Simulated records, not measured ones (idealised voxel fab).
Name of the process module below: voxel wiring stack
cross-section cut | 260 nm wide | cells 5 nm
How to read a cross-section here: the picture is a grid of square cells, written as bands going from the top down, and any band can span one or more rows of cells.
Basically the band line says how high the top is and how high the bottom is, in nm, and then what's in it from left to right, every material with its width in nm. Empty space shows up as "air", and if a single material carries "edge to edge" it runs the full band edge to edge.
Heads up on the height convention: 0 is the point under which the incoming wafer is all one material, and the lowest band has no bottom, it just keeps going down, like "from 0 down".
A width given as "30..40" starts at the first number in the band's top row and ends at the second number in its bottom row, shifting by an equal amount at every step from row to row.
"no modifications" for a step: no cell of the cross-section changed in that step.
Empty spaces counting at least 8 cells and having no open way to the top are listed in "Fully closed voids". The notation width x height at distance is used for each, the distance being from the left edge and all three values in nm.
Where a step's line continues beyond its settings, the continuation is a remark by the simulator itself on that step.
Regarding "overlay nm": on a step with a mask, it is the distance the mask lay to the right of its planned place; a negative value places it to the left.
Here's what the planned process steps look like:
- 1: RECEIVE,material Si
- 2: CONFORMAL_DEP,material SiO2,thk nm 10
- 3: CONFORMAL_DEP,material SiN,thk nm 5
- 4: DIRECTIONAL_DEP,material lowk,thk nm 20
- 5: PATTERN,tone open,mask id METAL_1,material resist,width nm 20,pitch nm 40,thk nm 15,overlay nm 0
- 6: DIRECTIONAL_ETCH,etch materials lowk,depth nm 20
- 7: DIRECTIONAL_ETCH,etch materials SiN,depth nm 5
- 8: STRIP,etch materials resist
- 9: CONFORMAL_DEP,material TiN,thk nm 5
- 10: FILL_DEP,material Cu,thk nm 10
- 11: CMP,height nm 35
- 12: EPI,material Ru,thk nm 5
- 13: FILL_DEP,material SiCN,thk nm 5
- 14: DIRECTIONAL_DEP,material SiO2,thk nm 15
- 15: MASKED_ETCH,tone open,mask id PLUG_1,width nm 15,pitch nm 40,etch materials SiO2,depth nm 15,overlay nm 0
- 16: MASKED_ETCH,tone open,mask id PLUG_1,width nm 15,pitch nm 40,etch materials SiCN,depth nm 5,overlay nm 0
- 17: EPI,material Ru,thk nm 10
- 18: EPI,material Ru,thk nm 10
- 19: CONFORMAL_DEP,material SiN,thk nm 5
- 20: DIRECTIONAL_DEP,material SiO2,thk nm 25
- 21: PATTERN,tone open,mask id METAL_2,material resist,width nm 20,pitch nm 40,thk nm 15,overlay nm 0
- 22: DIRECTIONAL_ETCH,etch materials SiO2,depth nm 25
- 23: DIRECTIONAL_ETCH,etch materials SiN,depth nm 5
- 24: STRIP,etch materials resist
- 25: CONFORMAL_DEP,material TiN,thk nm 5
- 26: FILL_DEP,material W,thk nm 5
- 27: CMP,height nm 90
- 28: EPI,material Ru,thk nm 5
- 29: FILL_DEP,material SiCN,thk nm 5
- 30: DIRECTIONAL_DEP,material lowk,thk nm 35
- 31: MASKED_ETCH,tone open,mask id METAL_3,width nm 20,pitch nm 40,etch materials lowk,depth nm 20,overlay nm 0
- 32: DIRECTIONAL_DEP,material aC,thk nm 15
- 33: PATTERN,tone open,mask id METAL_3_HOLES,material resist,width nm 15,pitch nm 80,thk nm 35,overlay nm 0
- 34: DIRECTIONAL_ETCH,etch materials aC,depth nm 15
- 35: STRIP,etch materials resist
- 36: DIRECTIONAL_ETCH,etch materials lowk,depth nm 15
- 37: DIRECTIONAL_ETCH,etch materials SiCN,depth nm 5
- 38: STRIP,etch materials aC
- 39: CONFORMAL_DEP,material TiN,thk nm 5
- 40: FILL_DEP,material Ru,thk nm 10
- 41: CMP,height nm 135
- 42: CONFORMAL_DEP,material SiCN,thk nm 5
Below: the first of two wafers, run as planned:
As received, after step 1:
  from 0 down | Si edge to edge
  Fully closed voids: none
Wafer section view after processing step 2:
  from 10 to 0 | SiO2 edge to edge
  Nothing below the height 0 has changed.
Wafer section view after processing step 3:
  from 15 to 10 | SiN edge to edge
  Nothing below the height 10 has changed.
Wafer section view after processing step 4:
  from 35 to 15 | lowk edge to edge
  Nothing below the height 15 has changed.
Wafer section view after processing step 5:
  from 50 to 35 | resist=60 / air=20 / resist=20 / air=20 / resist=20 / air=20 / resist=20 / air=20 / resist=60
  Nothing below the height 35 has changed.
Wafer section view after processing step 6:
  from 50 to 35 | resist=60 / air=20 / resist=20 / air=20 / resist=20 / air=20 / resist=20 / air=20 / resist=60
  from 35 to 15 | lowk=60 / air=20 / lowk=20 / air=20 / lowk=20 / air=20 / lowk=20 / air=20 / lowk=60
  Nothing below the height 15 has changed.
Wafer section view after processing step 7:
  from 50 to 35 | resist=60 / air=20 / resist=20 / air=20 / resist=20 / air=20 / resist=20 / air=20 / resist=60
  from 35 to 15 | lowk=60 / air=20 / lowk=20 / air=20 / lowk=20 / air=20 / lowk=20 / air=20 / lowk=60
  from 15 to 10 | SiN=60 / air=20 / SiN=20 / air=20 / SiN=20 / air=20 / SiN=20 / air=20 / SiN=60
  Nothing below the height 10 has changed.
Wafer section view after processing step 8:
  from 35 to 15 | lowk=60 / air=20 / lowk=20 / air=20 / lowk=20 / air=20 / lowk=20 / air=20 / lowk=60
  Nothing below the height 15 has changed.
Wafer section view after processing step 9:
  from 40 to 35 | TiN=65 / air=10 / TiN=30 / air=10 / TiN=30 / air=10 / TiN=30 / air=10 / TiN=65
  from 35 to 15 | lowk=60 / TiN=5 / air=10 / TiN=5 / lowk=20 / TiN=5 / air=10 / TiN=5 / lowk=20 / TiN=5 / air=10 / TiN=5 / lowk=20 / TiN=5 / air=10 / TiN=5 / lowk=60
  from 15 to 10 | SiN=60 / TiN=20 / SiN=20 / TiN=20 / SiN=20 / TiN=20 / SiN=20 / TiN=20 / SiN=60
  Nothing below the height 10 has changed.
Wafer section view after processing step 10:
  from 50 to 40 | Cu edge to edge
  from 40 to 35 | TiN=65 / Cu=10 / TiN=30 / Cu=10 / TiN=30 / Cu=10 / TiN=30 / Cu=10 / TiN=65
  from 35 to 15 | lowk=60 / TiN=5 / Cu=10 / TiN=5 / lowk=20 / TiN=5 / Cu=10 / TiN=5 / lowk=20 / TiN=5 / Cu=10 / TiN=5 / lowk=20 / TiN=5 / Cu=10 / TiN=5 / lowk=60
  Nothing below the height 15 has changed.
Wafer section view after processing step 11:
  from 35 to 15 | lowk=60 / TiN=5 / Cu=10 / TiN=5 / lowk=20 / TiN=5 / Cu=10 / TiN=5 / lowk=20 / TiN=5 / Cu=10 / TiN=5 / lowk=20 / TiN=5 / Cu=10 / TiN=5 / lowk=60
  Nothing below the height 15 has changed.
Wafer section view after processing step 12:
  from 40 to 35 | air=55 / Ru=30 / air=10 / Ru=30 / air=10 / Ru=30 / air=10 / Ru=30 / air=55
  Nothing below the height 35 has changed.
Wafer section view after processing step 13:
  from 45 to 40 | SiCN edge to edge
  from 40 to 35 | SiCN=55 / Ru=30 / SiCN=10 / Ru=30 / SiCN=10 / Ru=30 / SiCN=10 / Ru=30 / SiCN=55
  Nothing below the height 35 has changed.
Wafer section view after processing step 14:
  from 60 to 45 | SiO2 edge to edge
  Nothing below the height 45 has changed.
Wafer section view after processing step 15:
  from 60 to 45 | SiO2=60 / air=15 / SiO2=25 / air=15 / SiO2=25 / air=15 / SiO2=25 / air=15 / SiO2=65
  Nothing below the height 45 has changed.
Wafer section view after processing step 16:
  from 60 to 45 | SiO2=60 / air=15 / SiO2=25 / air=15 / SiO2=25 / air=15 / SiO2=25 / air=15 / SiO2=65
  from 45 to 40 | SiCN=60 / air=15 / SiCN=25 / air=15 / SiCN=25 / air=15 / SiCN=25 / air=15 / SiCN=65
  Nothing below the height 40 has changed.
Wafer section view after processing step 17:
  from 60 to 50 | SiO2=60 / air=15 / SiO2=25 / air=15 / SiO2=25 / air=15 / SiO2=25 / air=15 / SiO2=65
  from 50 to 45 | SiO2=60 / Ru=15 / SiO2=25 / Ru=15 / SiO2=25 / Ru=15 / SiO2=25 / Ru=15 / SiO2=65
  from 45 to 35 | SiCN=60..55 / Ru=15..30 / SiCN=25..10 / Ru=15..30 / SiCN=25..10 / Ru=15..30 / SiCN=25..10 / Ru=15..30 / SiCN=65..55
  Nothing below the height 35 has changed.
Wafer section view after processing step 18:
  from 60 to 45 | SiO2=60 / Ru=15 / SiO2=25 / Ru=15 / SiO2=25 / Ru=15 / SiO2=25 / Ru=15 / SiO2=65
  Nothing below the height 45 has changed.
Wafer section view after processing step 19:
  from 65 to 60 | SiN edge to edge
  Nothing below the height 60 has changed.
Wafer section view after processing step 20:
  from 90 to 65 | SiO2 edge to edge
  Nothing below the height 65 has changed.
Wafer section view after processing step 21:
  from 105 to 90 | resist=60 / air=20 / resist=20 / air=20 / resist=20 / air=20 / resist=20 / air=20 / resist=60
  Nothing below the height 90 has changed.
Wafer section view after processing step 22:
  from 105 to 90 | resist=60 / air=20 / resist=20 / air=20 / resist=20 / air=20 / resist=20 / air=20 / resist=60
  from 90 to 65 | SiO2=60 / air=20 / SiO2=20 / air=20 / SiO2=20 / air=20 / SiO2=20 / air=20 / SiO2=60
  Nothing below the height 65 has changed.
Wafer section view after processing step 23:
  from 105 to 90 | resist=60 / air=20 / resist=20 / air=20 / resist=20 / air=20 / resist=20 / air=20 / resist=60
  from 90 to 65 | SiO2=60 / air=20 / SiO2=20 / air=20 / SiO2=20 / air=20 / SiO2=20 / air=20 / SiO2=60
  from 65 to 60 | SiN=60 / air=20 / SiN=20 / air=20 / SiN=20 / air=20 / SiN=20 / air=20 / SiN=60
  Nothing below the height 60 has changed.
Wafer section view after processing step 24:
  from 90 to 65 | SiO2=60 / air=20 / SiO2=20 / air=20 / SiO2=20 / air=20 / SiO2=20 / air=20 / SiO2=60
  Nothing below the height 65 has changed.
Wafer section view after processing step 25:
  from 95 to 90 | TiN=65 / air=10 / TiN=30 / air=10 / TiN=30 / air=10 / TiN=30 / air=10 / TiN=65
  from 90 to 65 | SiO2=60 / TiN=5 / air=10 / TiN=5 / SiO2=20 / TiN=5 / air=10 / TiN=5 / SiO2=20 / TiN=5 / air=10 / TiN=5 / SiO2=20 / TiN=5 / air=10 / TiN=5 / SiO2=60
  from 65 to 60 | SiN=60 / TiN=20 / SiN=20 / TiN=20 / SiN=20 / TiN=20 / SiN=20 / TiN=20 / SiN=60
  Nothing below the height 60 has changed.
Wafer section view after processing step 26:
  from 100 to 95 | W edge to edge
  from 95 to 90 | TiN=65 / W=10 / TiN=30 / W=10 / TiN=30 / W=10 / TiN=30 / W=10 / TiN=65
  from 90 to 65 | SiO2=60 / TiN=5 / W=10 / TiN=5 / SiO2=20 / TiN=5 / W=10 / TiN=5 / SiO2=20 / TiN=5 / W=10 / TiN=5 / SiO2=20 / TiN=5 / W=10 / TiN=5 / SiO2=60
  Nothing below the height 65 has changed.
Wafer section view after processing step 27:
  from 90 to 65 | SiO2=60 / TiN=5 / W=10 / TiN=5 / SiO2=20 / TiN=5 / W=10 / TiN=5 / SiO2=20 / TiN=5 / W=10 / TiN=5 / SiO2=20 / TiN=5 / W=10 / TiN=5 / SiO2=60
  Nothing below the height 65 has changed.
Wafer section view after processing step 28:
  from 95 to 90 | air=55 / Ru=30 / air=10 / Ru=30 / air=10 / Ru=30 / air=10 / Ru=30 / air=55
  Nothing below the height 90 has changed.
Wafer section view after processing step 29:
  from 100 to 95 | SiCN edge to edge
  from 95 to 90 | SiCN=55 / Ru=30 / SiCN=10 / Ru=30 / SiCN=10 / Ru=30 / SiCN=10 / Ru=30 / SiCN=55
  Nothing below the height 90 has changed.
Wafer section view after processing step 30:
  from 135 to 100 | lowk edge to edge
  Nothing below the height 100 has changed.
Wafer section view after processing step 31:
  from 135 to 115 | lowk=60 / air=20 / lowk=20 / air=20 / lowk=20 / air=20 / lowk=20 / air=20 / lowk=60
  Nothing below the height 115 has changed.
Wafer section view after processing step 32:
  from 150 to 135 | aC=60 / air=20 / aC=20 / air=20 / aC=20 / air=20 / aC=20 / air=20 / aC=60
  from 135 to 130 | lowk=60 / air=20 / lowk=20 / air=20 / lowk=20 / air=20 / lowk=20 / air=20 / lowk=60
  from 130 to 115 | lowk=60 / aC=20 / lowk=20 / aC=20 / lowk=20 / aC=20 / lowk=20 / aC=20 / lowk=60
  Nothing below the height 115 has changed.
Wafer section view after processing step 33:
  from 185 to 150 | resist=60 / air=15 / resist=65 / air=15 / resist=105
  from 150 to 135 | aC=60 / air=15 / resist=5 / aC=20 / resist=20 / aC=20 / air=15 / resist=5 / aC=20 / resist=20 / aC=60
  from 135 to 130 | lowk=60 / air=15 / resist=5 / lowk=20 / resist=20 / lowk=20 / air=15 / resist=5 / lowk=20 / resist=20 / lowk=60
  Nothing below the height 130 has changed.
Wafer section view after processing step 34:
  from 170 to 150 | resist=60 / air=15 / resist=65 / air=15 / resist=105
  from 150 to 135 | aC=60 / air=15 / resist=5 / aC=20 / resist=20 / aC=20 / air=15 / resist=5 / aC=20 / resist=20 / aC=60
  from 135 to 130 | lowk=60 / air=15 / resist=5 / lowk=20 / resist=20 / lowk=20 / air=15 / resist=5 / lowk=20 / resist=20 / lowk=60
  from 130 to 115 | lowk=60 / air=15 / aC=5 / lowk=20 / aC=20 / lowk=20 / air=15 / aC=5 / lowk=20 / aC=20 / lowk=60
  Nothing below the height 115 has changed.
Wafer section view after processing step 35:
  from 150 to 135 | aC=60 / air=20 / aC=20 / air=20 / aC=20 / air=20 / aC=20 / air=20 / aC=60
  from 135 to 130 | lowk=60 / air=20 / lowk=20 / air=20 / lowk=20 / air=20 / lowk=20 / air=20 / lowk=60
  Nothing below the height 130 has changed.
Wafer section view after processing step 36:
  from 150 to 135 | aC=60 / air=20 / aC=20 / air=20 / aC=20 / air=20 / aC=20 / air=20 / aC=60
  from 135 to 130 | lowk=60 / air=20 / lowk=20 / air=20 / lowk=20 / air=20 / lowk=20 / air=20 / lowk=60
  from 130 to 115 | lowk=60 / air=15 / aC=5 / lowk=20 / aC=20 / lowk=20 / air=15 / aC=5 / lowk=20 / aC=20 / lowk=60
  from 115 to 100 | lowk=60 / air=15 / lowk=65 / air=15 / lowk=105
  Nothing below the height 100 has changed.
Wafer section view after processing step 37:
  from 150 to 135 | aC=60 / air=20 / aC=20 / air=20 / aC=20 / air=20 / aC=20 / air=20 / aC=60
  from 135 to 130 | lowk=60 / air=20 / lowk=20 / air=20 / lowk=20 / air=20 / lowk=20 / air=20 / lowk=60
  from 130 to 115 | lowk=60 / air=15 / aC=5 / lowk=20 / aC=20 / lowk=20 / air=15 / aC=5 / lowk=20 / aC=20 / lowk=60
  from 115 to 100 | lowk=60 / air=15 / lowk=65 / air=15 / lowk=105
  from 100 to 95 | SiCN=60 / air=15 / SiCN=65 / air=15 / SiCN=105
  Nothing below the height 95 has changed.
Wafer section view after processing step 38:
  from 135 to 115 | lowk=60 / air=20 / lowk=20 / air=20 / lowk=20 / air=20 / lowk=20 / air=20 / lowk=60
  Nothing below the height 115 has changed.
Wafer section view after processing step 39:
  from 140 to 135 | TiN=65 / air=10 / TiN=30 / air=10 / TiN=30 / air=10 / TiN=30 / air=10 / TiN=65
  from 135 to 120 | lowk=60 / TiN=5 / air=10 / TiN=5 / lowk=20 / TiN=5 / air=10 / TiN=5 / lowk=20 / TiN=5 / air=10 / TiN=5 / lowk=20 / TiN=5 / air=10 / TiN=5 / lowk=60
  from 120 to 115 | lowk=60 / TiN=5 / air=5 / TiN=10 / lowk=20 / TiN=20 / lowk=20 / TiN=5 / air=5 / TiN=10 / lowk=20 / TiN=20 / lowk=60
  from 115 to 100 | lowk=60 / TiN=5 / air=5 / TiN=5 / lowk=65 / TiN=5 / air=5 / TiN=5 / lowk=105
  from 100 to 95 | SiCN=60 / TiN=15 / SiCN=65 / TiN=15 / SiCN=105
  Nothing below the height 95 has changed.
Wafer section view after processing step 40:
  from 150 to 140 | Ru edge to edge
  from 140 to 135 | TiN=65 / Ru=10 / TiN=30 / Ru=10 / TiN=30 / Ru=10 / TiN=30 / Ru=10 / TiN=65
  from 135 to 120 | lowk=60 / TiN=5 / Ru=10 / TiN=5 / lowk=20 / TiN=5 / Ru=10 / TiN=5 / lowk=20 / TiN=5 / Ru=10 / TiN=5 / lowk=20 / TiN=5 / Ru=10 / TiN=5 / lowk=60
  from 120 to 115 | lowk=60 / TiN=5 / Ru=5 / TiN=10 / lowk=20 / TiN=20 / lowk=20 / TiN=5 / Ru=5 / TiN=10 / lowk=20 / TiN=20 / lowk=60
  from 115 to 100 | lowk=60 / TiN=5 / Ru=5 / TiN=5 / lowk=65 / TiN=5 / Ru=5 / TiN=5 / lowk=105
  Nothing below the height 100 has changed.
Wafer section view after processing step 41:
  from 135 to 120 | lowk=60 / TiN=5 / Ru=10 / TiN=5 / lowk=20 / TiN=5 / Ru=10 / TiN=5 / lowk=20 / TiN=5 / Ru=10 / TiN=5 / lowk=20 / TiN=5 / Ru=10 / TiN=5 / lowk=60
  Nothing below the height 120 has changed.
Wafer section view after processing step 42:
  from 140 to 135 | SiCN edge to edge
  Nothing below the height 135 has changed.
The remaining wafer, second of the two, started like the first and was run to the same plan, except that one mistake was made along the way; the two coincide through step 1, inclusive:
Second wafer, cut view, end of step 2 per plan:
  from 5 to 0 | SiN edge to edge
  Nothing below the height 0 has changed.
Second wafer, cut view, end of step 3 per plan:
  from 15 to 5 | SiO2 edge to edge
  Nothing below the height 5 has changed.
Second wafer, cut view, end of step 4 per plan:
  from 35 to 15 | lowk edge to edge
  Nothing below the height 15 has changed.
Second wafer, cut view, end of step 5 per plan:
  from 50 to 35 | resist=60 / air=20 / resist=20 / air=20 / resist=20 / air=20 / resist=20 / air=20 / resist=60
  Nothing below the height 35 has changed.
Second wafer, cut view, end of step 6 per plan:
  from 50 to 35 | resist=60 / air=20 / resist=20 / air=20 / resist=20 / air=20 / resist=20 / air=20 / resist=60
  from 35 to 15 | lowk=60 / air=20 / lowk=20 / air=20 / lowk=20 / air=20 / lowk=20 / air=20 / lowk=60
  Nothing below the height 15 has changed.
Second wafer, cut view, end of step 7 per plan: no modifications
Second wafer, cut view, end of step 8 per plan:
  from 35 to 15 | lowk=60 / air=20 / lowk=20 / air=20 / lowk=20 / air=20 / lowk=20 / air=20 / lowk=60
  Nothing below the height 15 has changed.
Second wafer, cut view, end of step 9 per plan:
  from 40 to 35 | TiN=65 / air=10 / TiN=30 / air=10 / TiN=30 / air=10 / TiN=30 / air=10 / TiN=65
  from 35 to 20 | lowk=60 / TiN=5 / air=10 / TiN=5 / lowk=20 / TiN=5 / air=10 / TiN=5 / lowk=20 / TiN=5 / air=10 / TiN=5 / lowk=20 / TiN=5 / air=10 / TiN=5 / lowk=60
  from 20 to 15 | lowk=60 / TiN=20 / lowk=20 / TiN=20 / lowk=20 / TiN=20 / lowk=20 / TiN=20 / lowk=60
  Nothing below the height 15 has changed.
Second wafer, cut view, end of step 10 per plan:
  from 50 to 40 | Cu edge to edge
  from 40 to 35 | TiN=65 / Cu=10 / TiN=30 / Cu=10 / TiN=30 / Cu=10 / TiN=30 / Cu=10 / TiN=65
  from 35 to 20 | lowk=60 / TiN=5 / Cu=10 / TiN=5 / lowk=20 / TiN=5 / Cu=10 / TiN=5 / lowk=20 / TiN=5 / Cu=10 / TiN=5 / lowk=20 / TiN=5 / Cu=10 / TiN=5 / lowk=60
  Nothing below the height 20 has changed.
Second wafer, cut view, end of step 11 per plan:
  from 35 to 20 | lowk=60 / TiN=5 / Cu=10 / TiN=5 / lowk=20 / TiN=5 / Cu=10 / TiN=5 / lowk=20 / TiN=5 / Cu=10 / TiN=5 / lowk=20 / TiN=5 / Cu=10 / TiN=5 / lowk=60
  Nothing below the height 20 has changed.
Second wafer, cut view, end of step 12 per plan:
  from 40 to 35 | air=55 / Ru=30 / air=10 / Ru=30 / air=10 / Ru=30 / air=10 / Ru=30 / air=55
  Nothing below the height 35 has changed.
Second wafer, cut view, end of step 13 per plan:
  from 45 to 40 | SiCN edge to edge
  from 40 to 35 | SiCN=55 / Ru=30 / SiCN=10 / Ru=30 / SiCN=10 / Ru=30 / SiCN=10 / Ru=30 / SiCN=55
  Nothing below the height 35 has changed.
Second wafer, cut view, end of step 14 per plan:
  from 60 to 45 | SiO2 edge to edge
  Nothing below the height 45 has changed.
Second wafer, cut view, end of step 15 per plan:
  from 60 to 45 | SiO2=60 / air=15 / SiO2=25 / air=15 / SiO2=25 / air=15 / SiO2=25 / air=15 / SiO2=65
  Nothing below the height 45 has changed.
Second wafer, cut view, end of step 16 per plan:
  from 60 to 45 | SiO2=60 / air=15 / SiO2=25 / air=15 / SiO2=25 / air=15 / SiO2=25 / air=15 / SiO2=65
  from 45 to 40 | SiCN=60 / air=15 / SiCN=25 / air=15 / SiCN=25 / air=15 / SiCN=25 / air=15 / SiCN=65
  Nothing below the height 40 has changed.
Second wafer, cut view, end of step 17 per plan:
  from 60 to 50 | SiO2=60 / air=15 / SiO2=25 / air=15 / SiO2=25 / air=15 / SiO2=25 / air=15 / SiO2=65
  from 50 to 45 | SiO2=60 / Ru=15 / SiO2=25 / Ru=15 / SiO2=25 / Ru=15 / SiO2=25 / Ru=15 / SiO2=65
  from 45 to 35 | SiCN=60..55 / Ru=15..30 / SiCN=25..10 / Ru=15..30 / SiCN=25..10 / Ru=15..30 / SiCN=25..10 / Ru=15..30 / SiCN=65..55
  Nothing below the height 35 has changed.
Second wafer, cut view, end of step 18 per plan:
  from 60 to 45 | SiO2=60 / Ru=15 / SiO2=25 / Ru=15 / SiO2=25 / Ru=15 / SiO2=25 / Ru=15 / SiO2=65
  Nothing below the height 45 has changed.
Second wafer, cut view, end of step 19 per plan:
  from 65 to 60 | SiN edge to edge
  Nothing below the height 60 has changed.
Second wafer, cut view, end of step 20 per plan:
  from 90 to 65 | SiO2 edge to edge
  Nothing below the height 65 has changed.
Second wafer, cut view, end of step 21 per plan:
  from 105 to 90 | resist=60 / air=20 / resist=20 / air=20 / resist=20 / air=20 / resist=20 / air=20 / resist=60
  Nothing below the height 90 has changed.
Second wafer, cut view, end of step 22 per plan:
  from 105 to 90 | resist=60 / air=20 / resist=20 / air=20 / resist=20 / air=20 / resist=20 / air=20 / resist=60
  from 90 to 65 | SiO2=60 / air=20 / SiO2=20 / air=20 / SiO2=20 / air=20 / SiO2=20 / air=20 / SiO2=60
  Nothing below the height 65 has changed.
Second wafer, cut view, end of step 23 per plan:
  from 105 to 90 | resist=60 / air=20 / resist=20 / air=20 / resist=20 / air=20 / resist=20 / air=20 / resist=60
  from 90 to 65 | SiO2=60 / air=20 / SiO2=20 / air=20 / SiO2=20 / air=20 / SiO2=20 / air=20 / SiO2=60
  from 65 to 60 | SiN=60 / air=20 / SiN=20 / air=20 / SiN=20 / air=20 / SiN=20 / air=20 / SiN=60
  Nothing below the height 60 has changed.
Second wafer, cut view, end of step 24 per plan:
  from 90 to 65 | SiO2=60 / air=20 / SiO2=20 / air=20 / SiO2=20 / air=20 / SiO2=20 / air=20 / SiO2=60
  Nothing below the height 65 has changed.
Second wafer, cut view, end of step 25 per plan:
  from 95 to 90 | TiN=65 / air=10 / TiN=30 / air=10 / TiN=30 / air=10 / TiN=30 / air=10 / TiN=65
  from 90 to 65 | SiO2=60 / TiN=5 / air=10 / TiN=5 / SiO2=20 / TiN=5 / air=10 / TiN=5 / SiO2=20 / TiN=5 / air=10 / TiN=5 / SiO2=20 / TiN=5 / air=10 / TiN=5 / SiO2=60
  from 65 to 60 | SiN=60 / TiN=20 / SiN=20 / TiN=20 / SiN=20 / TiN=20 / SiN=20 / TiN=20 / SiN=60
  Nothing below the height 60 has changed.
Second wafer, cut view, end of step 26 per plan:
  from 100 to 95 | W edge to edge
  from 95 to 90 | TiN=65 / W=10 / TiN=30 / W=10 / TiN=30 / W=10 / TiN=30 / W=10 / TiN=65
  from 90 to 65 | SiO2=60 / TiN=5 / W=10 / TiN=5 / SiO2=20 / TiN=5 / W=10 / TiN=5 / SiO2=20 / TiN=5 / W=10 / TiN=5 / SiO2=20 / TiN=5 / W=10 / TiN=5 / SiO2=60
  Nothing below the height 65 has changed.
Second wafer, cut view, end of step 27 per plan:
  from 90 to 65 | SiO2=60 / TiN=5 / W=10 / TiN=5 / SiO2=20 / TiN=5 / W=10 / TiN=5 / SiO2=20 / TiN=5 / W=10 / TiN=5 / SiO2=20 / TiN=5 / W=10 / TiN=5 / SiO2=60
  Nothing below the height 65 has changed.
Second wafer, cut view, end of step 28 per plan:
  from 95 to 90 | air=55 / Ru=30 / air=10 / Ru=30 / air=10 / Ru=30 / air=10 / Ru=30 / air=55
  Nothing below the height 90 has changed.
Second wafer, cut view, end of step 29 per plan:
  from 100 to 95 | SiCN edge to edge
  from 95 to 90 | SiCN=55 / Ru=30 / SiCN=10 / Ru=30 / SiCN=10 / Ru=30 / SiCN=10 / Ru=30 / SiCN=55
  Nothing below the height 90 has changed.
Second wafer, cut view, end of step 30 per plan:
  from 135 to 100 | lowk edge to edge
  Nothing below the height 100 has changed.
Second wafer, cut view, end of step 31 per plan:
  from 135 to 115 | lowk=60 / air=20 / lowk=20 / air=20 / lowk=20 / air=20 / lowk=20 / air=20 / lowk=60
  Nothing below the height 115 has changed.
Second wafer, cut view, end of step 32 per plan:
  from 150 to 135 | aC=60 / air=20 / aC=20 / air=20 / aC=20 / air=20 / aC=20 / air=20 / aC=60
  from 135 to 130 | lowk=60 / air=20 / lowk=20 / air=20 / lowk=20 / air=20 / lowk=20 / air=20 / lowk=60
  from 130 to 115 | lowk=60 / aC=20 / lowk=20 / aC=20 / lowk=20 / aC=20 / lowk=20 / aC=20 / lowk=60
  Nothing below the height 115 has changed.
Second wafer, cut view, end of step 33 per plan:
  from 185 to 150 | resist=60 / air=15 / resist=65 / air=15 / resist=105
  from 150 to 135 | aC=60 / air=15 / resist=5 / aC=20 / resist=20 / aC=20 / air=15 / resist=5 / aC=20 / resist=20 / aC=60
  from 135 to 130 | lowk=60 / air=15 / resist=5 / lowk=20 / resist=20 / lowk=20 / air=15 / resist=5 / lowk=20 / resist=20 / lowk=60
  Nothing below the height 130 has changed.
Second wafer, cut view, end of step 34 per plan:
  from 170 to 150 | resist=60 / air=15 / resist=65 / air=15 / resist=105
  from 150 to 135 | aC=60 / air=15 / resist=5 / aC=20 / resist=20 / aC=20 / air=15 / resist=5 / aC=20 / resist=20 / aC=60
  from 135 to 130 | lowk=60 / air=15 / resist=5 / lowk=20 / resist=20 / lowk=20 / air=15 / resist=5 / lowk=20 / resist=20 / lowk=60
  from 130 to 115 | lowk=60 / air=15 / aC=5 / lowk=20 / aC=20 / lowk=20 / air=15 / aC=5 / lowk=20 / aC=20 / lowk=60
  Nothing below the height 115 has changed.
Second wafer, cut view, end of step 35 per plan:
  from 150 to 135 | aC=60 / air=20 / aC=20 / air=20 / aC=20 / air=20 / aC=20 / air=20 / aC=60
  from 135 to 130 | lowk=60 / air=20 / lowk=20 / air=20 / lowk=20 / air=20 / lowk=20 / air=20 / lowk=60
  Nothing below the height 130 has changed.
Second wafer, cut view, end of step 36 per plan:
  from 150 to 135 | aC=60 / air=20 / aC=20 / air=20 / aC=20 / air=20 / aC=20 / air=20 / aC=60
  from 135 to 130 | lowk=60 / air=20 / lowk=20 / air=20 / lowk=20 / air=20 / lowk=20 / air=20 / lowk=60
  from 130 to 115 | lowk=60 / air=15 / aC=5 / lowk=20 / aC=20 / lowk=20 / air=15 / aC=5 / lowk=20 / aC=20 / lowk=60
  from 115 to 100 | lowk=60 / air=15 / lowk=65 / air=15 / lowk=105
  Nothing below the height 100 has changed.
Second wafer, cut view, end of step 37 per plan:
  from 150 to 135 | aC=60 / air=20 / aC=20 / air=20 / aC=20 / air=20 / aC=20 / air=20 / aC=60
  from 135 to 130 | lowk=60 / air=20 / lowk=20 / air=20 / lowk=20 / air=20 / lowk=20 / air=20 / lowk=60
  from 130 to 115 | lowk=60 / air=15 / aC=5 / lowk=20 / aC=20 / lowk=20 / air=15 / aC=5 / lowk=20 / aC=20 / lowk=60
  from 115 to 100 | lowk=60 / air=15 / lowk=65 / air=15 / lowk=105
  from 100 to 95 | SiCN=60 / air=15 / SiCN=65 / air=15 / SiCN=105
  Nothing below the height 95 has changed.
Second wafer, cut view, end of step 38 per plan:
  from 135 to 115 | lowk=60 / air=20 / lowk=20 / air=20 / lowk=20 / air=20 / lowk=20 / air=20 / lowk=60
  Nothing below the height 115 has changed.
Second wafer, cut view, end of step 39 per plan:
  from 140 to 135 | TiN=65 / air=10 / TiN=30 / air=10 / TiN=30 / air=10 / TiN=30 / air=10 / TiN=65
  from 135 to 120 | lowk=60 / TiN=5 / air=10 / TiN=5 / lowk=20 / TiN=5 / air=10 / TiN=5 / lowk=20 / TiN=5 / air=10 / TiN=5 / lowk=20 / TiN=5 / air=10 / TiN=5 / lowk=60
  from 120 to 115 | lowk=60 / TiN=5 / air=5 / TiN=10 / lowk=20 / TiN=20 / lowk=20 / TiN=5 / air=5 / TiN=10 / lowk=20 / TiN=20 / lowk=60
  from 115 to 100 | lowk=60 / TiN=5 / air=5 / TiN=5 / lowk=65 / TiN=5 / air=5 / TiN=5 / lowk=105
  from 100 to 95 | SiCN=60 / TiN=15 / SiCN=65 / TiN=15 / SiCN=105
  Nothing below the height 95 has changed.
Second wafer, cut view, end of step 40 per plan:
  from 150 to 140 | Ru edge to edge
  from 140 to 135 | TiN=65 / Ru=10 / TiN=30 / Ru=10 / TiN=30 / Ru=10 / TiN=30 / Ru=10 / TiN=65
  from 135 to 120 | lowk=60 / TiN=5 / Ru=10 / TiN=5 / lowk=20 / TiN=5 / Ru=10 / TiN=5 / lowk=20 / TiN=5 / Ru=10 / TiN=5 / lowk=20 / TiN=5 / Ru=10 / TiN=5 / lowk=60
  from 120 to 115 | lowk=60 / TiN=5 / Ru=5 / TiN=10 / lowk=20 / TiN=20 / lowk=20 / TiN=5 / Ru=5 / TiN=10 / lowk=20 / TiN=20 / lowk=60
  from 115 to 100 | lowk=60 / TiN=5 / Ru=5 / TiN=5 / lowk=65 / TiN=5 / Ru=5 / TiN=5 / lowk=105
  Nothing below the height 100 has changed.
Second wafer, cut view, end of step 41 per plan:
  from 135 to 120 | lowk=60 / TiN=5 / Ru=10 / TiN=5 / lowk=20 / TiN=5 / Ru=10 / TiN=5 / lowk=20 / TiN=5 / Ru=10 / TiN=5 / lowk=20 / TiN=5 / Ru=10 / TiN=5 / lowk=60
  Nothing below the height 120 has changed.
Second wafer, cut view, end of step 42 per plan:
  from 140 to 135 | SiCN edge to edge
  Nothing below the height 135 has changed.
Which mistake was made when the wafer was run? steps 2 and 3: order swapped relative to plan
Materials where the second wafer ends with more or fewer cells than the first: Cu -8 | SiN +16 | TiN -8
